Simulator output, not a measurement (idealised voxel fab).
Proc. module: voxel transistor to metal
Square cells of 5 nm make up the cross-section cut, whose width is 180 nm.
Cross-section format: a grid of square cells, given as bands from top to bottom; each band is one or more rows of cells. Quick guide to a band line: top height, bottom height (nm) up front; then every material left to right with its width in nm. Only one material and it's marked "throughout"? Then it fills the band edge to edge. And "air" just means empty space. Convention: height 0 is the level below which the wafer, as received, is all one material. The lowest band does not terminate at the bottom but continues downward, represented as "0 nm and below". Width spec "30..40" -> top row of cells at first value, bottom row at second value, equal per-row change in between. Where the words "no modifications" appear for a step, the cross-section shows no cell changed by that step; every cell remained as before. Basically, "Enclosed void entries" tells you about the enclosed voids: empty spaces with no open way to the top, 8 cells or bigger, each written width x height at distance, where distance is from the left edge, all in nm. It should be noted that, on the line of a given step, the content following the step's settings is a remark produced by the simulator itself with respect to that step. The optional step-line setting "overlay nm" applies to steps with a mask and quantifies how far to the right of its planned location the mask lay, a negative value indicating leftward placement.
# The planned process steps are enumerated hereunder
| 1 | RECEIVE,material Si |
| 2 | CONFORMAL_DEP,material SiO2,thk nm 5 |
| 3 | CONFORMAL_DEP,material SiN,thk nm 10 |
| 4 | MASKED_ETCH,tone cover,mask id ACTIVE,width nm 110,etch materials SiN,depth nm 10,overlay nm 0 |
| 5 | MASKED_ETCH,tone cover,mask id ACTIVE,width nm 110,etch materials SiO2,depth nm 5,overlay nm 0 |
| 6 | MASKED_ETCH,tone cover,mask id ACTIVE,width nm 110,etch materials Si,depth nm 20,overlay nm 0 |
| 7 | OXIDIZE,depth nm 5 |
| 8 | FILL_DEP,material SiO2,thk nm 10 |
| 9 | CMP,height nm 15 |
| 10 | SELECTIVE_ETCH,etch materials SiO2,depth nm 10 |
| 11 | STRIP,etch materials SiN |
| 12 | SELECTIVE_ETCH,etch materials SiO2,depth nm 5 |
| 13 | OXIDIZE,depth nm 5 |
| 14 | DIRECTIONAL_DEP,material polySi,thk nm 30 |
| 15 | DIRECTIONAL_DEP,material SiCN,thk nm 10 |
| 16 | MASKED_ETCH,tone cover,mask id GATE,width nm 20,etch materials SiCN,depth nm 20,overlay nm 0 |
| 17 | MASKED_ETCH,tone cover,mask id GATE,width nm 20,etch materials polySi,depth nm 40,overlay nm 0 |
| 18 | CONFORMAL_DEP,material SiN,thk nm 5 |
| 19 | DIRECTIONAL_ETCH,etch materials SiN,depth nm 5 |
| 20 | DIRECTIONAL_ETCH,etch materials SiO2,depth nm 5 |
| 21 | DIRECTIONAL_ETCH,etch materials Si,depth nm 5 |
| 22 | EPI,material pSi,thk nm 5 |
| 23 | FILL_DEP,material SiO2,thk nm 10 |
| 24 | CMP,height nm 40 |
| 25 | DIRECTIONAL_DEP,material SiO2,thk nm 10 |
| 26 | MASKED_ETCH,tone open,mask id CONTACT,width nm 30,pitch nm 60,etch materials SiO2,depth nm 55,overlay nm 0 |
| 27 | CONFORMAL_DEP,material TiN,thk nm 5 |
| 28 | FILL_DEP,material Ru,thk nm 5 |
| 29 | CMP,height nm 50 |
| 30 | CONFORMAL_DEP,material SiCN,thk nm 5 |
| 31 | DIRECTIONAL_DEP,material SiO2,thk nm 20 |
| 32 | PATTERN,tone open,mask id METAL_1,material resist,width nm 15,pitch nm 75,thk nm 15,overlay nm 0 |
| 33 | DIRECTIONAL_ETCH,etch materials SiO2,depth nm 20 |
| 34 | DIRECTIONAL_ETCH,etch materials SiCN,depth nm 5 |
| 35 | STRIP,etch materials resist |
| 36 | CONFORMAL_DEP,material TiN,thk nm 5 |
| 37 | FILL_DEP,material Cu,thk nm 5 |
| 38 | CMP,height nm 75 |
| 39 | CONFORMAL_DEP,material SiCN,thk nm 5 |
| 40 | DIRECTIONAL_DEP,material SiO2,thk nm 35 |
| 41 | PATTERN,tone open,mask id METAL_2,material resist,width nm 15,pitch nm 75,thk nm 15,overlay nm 0 |
| 42 | DIRECTIONAL_ETCH,etch materials SiO2,depth nm 20 |
| 43 | STRIP,etch materials resist |
| 44 | DIRECTIONAL_DEP,material aC,thk nm 15 |
| 45 | PATTERN,tone open,mask id METAL_2_HOLES,material resist,width nm 15,pitch nm 75,thk nm 30,overlay nm 0 |
| 46 | DIRECTIONAL_ETCH,etch materials aC,depth nm 15 |
| 47 | STRIP,etch materials resist |
| 48 | DIRECTIONAL_ETCH,etch materials SiO2,depth nm 15 |
| 49 | DIRECTIONAL_ETCH,etch materials SiCN,depth nm 5 |
| 50 | STRIP,etch materials aC |
| 51 | CONFORMAL_DEP,material TiN,thk nm 5 |
| 52 | FILL_DEP,material Ru,thk nm 5 |
| 53 | CMP,height nm 115 |
| 54 | CONFORMAL_DEP,material SiN,thk nm 5 |
# Cross-section: wafer on arrival = after step 1
> 0 nm and below | Si throughout
> Enclosed void entries: none
# Final wafer profile in cross-section after the module, from the same start and plan as above, with one mistake made during processing
> 120 nm to 115 nm | SiN throughout
> 115 nm to 80 nm | SiO2 (45); TiN (5); Ru (5); TiN (5); SiO2 (60); TiN (5); Ru (5); TiN (5); SiO2 (45)
> 80 nm to 75 nm | SiCN (45); TiN (15); SiCN (60); TiN (15); SiCN (45)
> 75 nm to 55 nm | SiO2 (45); TiN (5); Cu (5); TiN (5); SiO2 (60); TiN (5); Cu (5); TiN (5); SiO2 (45)
> 55 nm to 50 nm | SiCN (45); TiN (15); SiCN (60); TiN (15); SiCN (45)
> 50 nm to 40 nm | SiO2 (45); TiN (5); Ru (20); TiN (5); SiO2 (30); TiN (5); Ru (20); TiN (5); SiO2 (45)
> 40 nm to 30 nm | SiO2 (45); TiN (5); Ru (20); TiN (5); SiN (5); SiCN (20); SiN (5); TiN (5); Ru (20); TiN (5); SiO2 (45)
> 30 nm to 5 nm | SiO2 (45); TiN (5); Ru (20); TiN (5); SiN (5); polySi (20); SiN (5); TiN (5); Ru (20); TiN (5); SiO2 (45)
> 5 nm to 0 nm | SiO2 (45); TiN (5); Ru (15); TiN (10); SiN (5); polySi (20); SiN (5); TiN (10); Ru (15); TiN (5); SiO2 (45)
> 0 nm to -5 nm | SiO2 (30); SiN (10); SiO2 (5); TiN (25); pSi (5); SiO2 (30); pSi (5); TiN (25); SiO2 (5); SiN (10); SiO2 (30)
> -5 nm to -10 nm | SiO2 (45); pSi (30); Si (30); pSi (30); SiO2 (45)
> -10 nm to -25 nm | SiO2 (40); Si (100); SiO2 (40)
> -25 nm and below | Si throughout
> Enclosed void entries: none
Misprocessing identified: step 2 of the plan was excluded from execution and never run
